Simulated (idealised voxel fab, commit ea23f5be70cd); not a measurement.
Proc. module: voxel self aligned contacts
Section cut is 240 nm wide and gridded with 5 nm square cells.
In what follows, cross-sections appear as grids of square cells, described through bands that run from the top down, where every band is one or more rows of cells. It is stipulated that each band's entry specify, in nanometres, the height of the top of the band and then that of its bottom, followed by the materials of the band in left-to-right sequence, each together with its width in nanometres. A single material marked by the word "full width" is understood to fill the band from edge to edge; the word "empty" is understood to denote empty space. Counting heights begins at 0, where everything beneath is, in the wafer as received, one material. The lowest band has no bottom; it goes on downwards, as "0 nm and below" shows. Top row gets the first number, bottom row gets the second, and each row in between changes by the same step: that is how a band width like "30 to 40" works. For the purposes of this document, the phrase "nothing different" attached to a step denotes that no cell within the cross-section was modified by that step. The label "Closed internal cavities" introduces a list of the empty spaces, 8 cells or larger, that have no open way up to the top; each entry in it reads width x height at distance, where the distance is taken from the left edge and all three are stated in nm. Step line, after settings: the simulator's comment on this step. overlay nm: mask right of planned place by this much (step with mask). Neg. = left.
### Here's what the planned process steps look like
1. RECEIVE, material Si
2. OXIDIZE, depth nm 5
3. DIRECTIONAL_DEP, material polySi, thk nm 20
4. DIRECTIONAL_DEP, material SiN, thk nm 20
5. DIRECTIONAL_DEP, material aC, thk nm 10
6. PATTERN, tone cover, mask id GATE, material resist, width nm 35, pitch nm 75, thk nm 25, overlay nm 0
7. DIRECTIONAL_ETCH, etch materials aC, depth nm 10
8. STRIP, etch materials resist
9. DIRECTIONAL_ETCH, etch materials SiN, depth nm 20
10. DIRECTIONAL_ETCH, etch materials polySi, depth nm 20
11. STRIP, etch materials aC
12. CONFORMAL_DEP, material SiN, thk nm 10
13. DIRECTIONAL_ETCH, etch materials SiN, depth nm 10
14. FILL_DEP, material SiO2, thk nm 10
15. CMP, height nm 45
16. MASKED_ETCH, tone open, mask id CONTACT, width nm 60, etch materials SiO2, depth nm 50, overlay nm 0
17. CONFORMAL_DEP, material TiN, thk nm 5
18. FILL_DEP, material Ru, thk nm 5
19. CMP, height nm 45
20. CONFORMAL_DEP, material SiCN, thk nm 5
### The first of two wafers, run as planned
### Here's what the wafer looked like in cross-section when it arrived - that's after step 1
* 0 nm and below: Si full width
* Closed internal cavities: none
### After step 2, in cross-section
* 0 nm to -5 nm: SiO2 full width
* For the remainder of the cross-section, below -5, there is no change.
### After step 3, in cross-section
* 20 nm to 0 nm: polySi full width
* For the remainder of the cross-section, below 0, there is no change.
### After step 4, in cross-section
* 40 nm to 20 nm: SiN full width
* For the remainder of the cross-section, below 20, there is no change.
### After step 5, in cross-section
* 50 nm to 40 nm: aC full width
* For the remainder of the cross-section, below 40, there is no change.
### After step 6, in cross-section
* 75 nm to 50 nm: empty: 65, resist: 35, empty: 40, resist: 35, empty: 65
* For the remainder of the cross-section, below 50, there is no change.
### After step 7, in cross-section
* 65 nm to 50 nm: empty: 65, resist: 35, empty: 40, resist: 35, empty: 65
* 50 nm to 40 nm: empty: 65, aC: 35, empty: 40, aC: 35, empty: 65
* For the remainder of the cross-section, below 40, there is no change.
### After step 8, in cross-section
* 50 nm to 40 nm: empty: 65, aC: 35, empty: 40, aC: 35, empty: 65
* For the remainder of the cross-section, below 40, there is no change.
### After step 9, in cross-section
* 50 nm to 40 nm: empty: 65, aC: 35, empty: 40, aC: 35, empty: 65
* 40 nm to 20 nm: empty: 65, SiN: 35, empty: 40, SiN: 35, empty: 65
* For the remainder of the cross-section, below 20, there is no change.
### After step 10, in cross-section
* 50 nm to 40 nm: empty: 65, aC: 35, empty: 40, aC: 35, empty: 65
* 40 nm to 20 nm: empty: 65, SiN: 35, empty: 40, SiN: 35, empty: 65
* 20 nm to 0 nm: empty: 65, polySi: 35, empty: 40, polySi: 35, empty: 65
* For the remainder of the cross-section, below 0, there is no change.
### After step 11, in cross-section
* 40 nm to 20 nm: empty: 65, SiN: 35, empty: 40, SiN: 35, empty: 65
* For the remainder of the cross-section, below 20, there is no change.
### After step 12, in cross-section
* 50 nm to 20 nm: empty: 55, SiN: 55, empty: 20, SiN: 55, empty: 55
* 20 nm to 10 nm: empty: 55, SiN: 10, polySi: 35, SiN: 10, empty: 20, SiN: 10, polySi: 35, SiN: 10, empty: 55
* 10 nm to 0 nm: SiN: 65, polySi: 35, SiN: 40, polySi: 35, SiN: 65
* For the remainder of the cross-section, below 0, there is no change.
### After step 13, in cross-section
* 40 nm to 20 nm: empty: 55, SiN: 55, empty: 20, SiN: 55, empty: 55
* 20 nm to 0 nm: empty: 55, SiN: 10, polySi: 35, SiN: 10, empty: 20, SiN: 10, polySi: 35, SiN: 10, empty: 55
* For the remainder of the cross-section, below 0, there is no change.
### After step 14, in cross-section
* 50 nm to 40 nm: SiO2 full width
* 40 nm to 20 nm: SiO2: 55, SiN: 55, SiO2: 20, SiN: 55, SiO2: 55
* 20 nm to 0 nm: SiO2: 55, SiN: 10, polySi: 35, SiN: 10, SiO2: 20, SiN: 10, polySi: 35, SiN: 10, SiO2: 55
* For the remainder of the cross-section, below 0, there is no change.
### After step 15, in cross-section
* 45 nm to 40 nm: SiO2 full width
* For the remainder of the cross-section, below 40, there is no change.
### After step 16, in cross-section
* 45 nm to 40 nm: SiO2: 90, empty: 60, SiO2: 90
* 40 nm to 20 nm: SiO2: 55, SiN: 55, empty: 20, SiN: 55, SiO2: 55
* 20 nm to 0 nm: SiO2: 55, SiN: 10, polySi: 35, SiN: 10, empty: 20, SiN: 10, polySi: 35, SiN: 10, SiO2: 55
* 0 nm to -5 nm: SiO2: 110, empty: 20, SiO2: 110
* For the remainder of the cross-section, below -5, there is no change.
### After step 17, in cross-section
* 50 nm to 45 nm: TiN: 95, empty: 50, TiN: 95
* 45 nm to 40 nm: SiO2: 90, TiN: 25, empty: 10, TiN: 25, SiO2: 90
* 40 nm to 20 nm: SiO2: 55, SiN: 55, TiN: 5, empty: 10, TiN: 5, SiN: 55, SiO2: 55
* 20 nm to 0 nm: SiO2: 55, SiN: 10, polySi: 35, SiN: 10, TiN: 5, empty: 10, TiN: 5, SiN: 10, polySi: 35, SiN: 10, SiO2: 55
* 0 nm to -5 nm: SiO2: 110, TiN: 20, SiO2: 110
* For the remainder of the cross-section, below -5, there is no change.
### After step 18, in cross-section
* 55 nm to 50 nm: Ru full width
* 50 nm to 45 nm: TiN: 95, Ru: 50, TiN: 95
* 45 nm to 40 nm: SiO2: 90, TiN: 25, Ru: 10, TiN: 25, SiO2: 90
* 40 nm to 20 nm: SiO2: 55, SiN: 55, TiN: 5, Ru: 10, TiN: 5, SiN: 55, SiO2: 55
* 20 nm to 0 nm: SiO2: 55, SiN: 10, polySi: 35, SiN: 10, TiN: 5, Ru: 10, TiN: 5, SiN: 10, polySi: 35, SiN: 10, SiO2: 55
* For the remainder of the cross-section, below 0, there is no change.
### After step 19, in cross-section
* 45 nm to 40 nm: SiO2: 90, TiN: 25, Ru: 10, TiN: 25, SiO2: 90
* For the remainder of the cross-section, below 40, there is no change.
### After step 20, in cross-section
* 50 nm to 45 nm: SiCN full width
* For the remainder of the cross-section, below 45, there is no change.
### Second wafer. Start and plan as for the first. One mistake made in running. Agrees with the first up to and including step 5
### Second wafer, sectioned view, at step 6's planned end time
* 75 nm to 50 nm: empty: 75, resist: 35, empty: 40, resist: 35, empty: 55
* For the remainder of the cross-section, below 50, there is no change.
### Second wafer, sectioned view, at step 7's planned end time
* 65 nm to 50 nm: empty: 75, resist: 35, empty: 40, resist: 35, empty: 55
* 50 nm to 40 nm: empty: 75, aC: 35, empty: 40, aC: 35, empty: 55
* For the remainder of the cross-section, below 40, there is no change.
### Second wafer, sectioned view, at step 8's planned end time
* 50 nm to 40 nm: empty: 75, aC: 35, empty: 40, aC: 35, empty: 55
* For the remainder of the cross-section, below 40, there is no change.
### Second wafer, sectioned view, at step 9's planned end time
* 50 nm to 40 nm: empty: 75, aC: 35, empty: 40, aC: 35, empty: 55
* 40 nm to 20 nm: empty: 75, SiN: 35, empty: 40, SiN: 35, empty: 55
* For the remainder of the cross-section, below 20, there is no change.
### Second wafer, sectioned view, at step 10's planned end time
* 50 nm to 40 nm: empty: 75, aC: 35, empty: 40, aC: 35, empty: 55
* 40 nm to 20 nm: empty: 75, SiN: 35, empty: 40, SiN: 35, empty: 55
* 20 nm to 0 nm: empty: 75, polySi: 35, empty: 40, polySi: 35, empty: 55
* For the remainder of the cross-section, below 0, there is no change.
### Second wafer, sectioned view, at step 11's planned end time
* 40 nm to 20 nm: empty: 75, SiN: 35, empty: 40, SiN: 35, empty: 55
* For the remainder of the cross-section, below 20, there is no change.
### Second wafer, sectioned view, at step 12's planned end time
* 50 nm to 20 nm: empty: 65, SiN: 55, empty: 20, SiN: 55, empty: 45
* 20 nm to 10 nm: empty: 65, SiN: 10, polySi: 35, SiN: 10, empty: 20, SiN: 10, polySi: 35, SiN: 10, empty: 45
* 10 nm to 0 nm: SiN: 75, polySi: 35, SiN: 40, polySi: 35, SiN: 55
* For the remainder of the cross-section, below 0, there is no change.
### Second wafer, sectioned view, at step 13's planned end time
* 40 nm to 20 nm: empty: 65, SiN: 55, empty: 20, SiN: 55, empty: 45
* 20 nm to 0 nm: empty: 65, SiN: 10, polySi: 35, SiN: 10, empty: 20, SiN: 10, polySi: 35, SiN: 10, empty: 45
* For the remainder of the cross-section, below 0, there is no change.
### Second wafer, sectioned view, at step 14's planned end time
* 50 nm to 40 nm: SiO2 full width
* 40 nm to 20 nm: SiO2: 65, SiN: 55, SiO2: 20, SiN: 55, SiO2: 45
* 20 nm to 0 nm: SiO2: 65, SiN: 10, polySi: 35, SiN: 10, SiO2: 20, SiN: 10, polySi: 35, SiN: 10, SiO2: 45
* For the remainder of the cross-section, below 0, there is no change.
### Second wafer, sectioned view, at step 15's planned end time
* 45 nm to 40 nm: SiO2 full width
* For the remainder of the cross-section, below 40, there is no change.
### Second wafer, sectioned view, at step 16's planned end time
* 45 nm to 40 nm: SiO2: 90, empty: 60, SiO2: 90
* 40 nm to 20 nm: SiO2: 65, SiN: 55, empty: 20, SiN: 55, SiO2: 45
* 20 nm to 0 nm: SiO2: 65, SiN: 10, polySi: 35, SiN: 10, empty: 20, SiN: 10, polySi: 35, SiN: 10, SiO2: 45
* 0 nm to -5 nm: SiO2: 120, empty: 20, SiO2: 100
* For the remainder of the cross-section, below -5, there is no change.
### Second wafer, sectioned view, at step 17's planned end time
* 50 nm to 45 nm: TiN: 95, empty: 50, TiN: 95
* 45 nm to 40 nm: SiO2: 90, TiN: 35, empty: 10, TiN: 15, SiO2: 90
* 40 nm to 20 nm: SiO2: 65, SiN: 55, TiN: 5, empty: 10, TiN: 5, SiN: 55, SiO2: 45
* 20 nm to 0 nm: SiO2: 65, SiN: 10, polySi: 35, SiN: 10, TiN: 5, empty: 10, TiN: 5, SiN: 10, polySi: 35, SiN: 10, SiO2: 45
* 0 nm to -5 nm: SiO2: 120, TiN: 20, SiO2: 100
* For the remainder of the cross-section, below -5, there is no change.
### Second wafer, sectioned view, at step 18's planned end time
* 55 nm to 50 nm: Ru full width
* 50 nm to 45 nm: TiN: 95, Ru: 50, TiN: 95
* 45 nm to 40 nm: SiO2: 90, TiN: 35, Ru: 10, TiN: 15, SiO2: 90
* 40 nm to 20 nm: SiO2: 65, SiN: 55, TiN: 5, Ru: 10, TiN: 5, SiN: 55, SiO2: 45
* 20 nm to 0 nm: SiO2: 65, SiN: 10, polySi: 35, SiN: 10, TiN: 5, Ru: 10, TiN: 5, SiN: 10, polySi: 35, SiN: 10, SiO2: 45
* For the remainder of the cross-section, below 0, there is no change.
### Second wafer, sectioned view, at step 19's planned end time
* 45 nm to 40 nm: SiO2: 90, TiN: 35, Ru: 10, TiN: 15, SiO2: 90
* For the remainder of the cross-section, below 40, there is no change.
### Second wafer, sectioned view, at step 20's planned end time
* 50 nm to 45 nm: SiCN full width
* For the remainder of the cross-section, below 45, there is no change.
Error vs. plan: step 6 was not run as planned; what actually ran was PATTERN, tone cover, mask id GATE, material resist, width nm 35, pitch nm 75, thk nm 25, overlay nm 10
Final state: per-material cell counts identical on both wafers; locations differ.
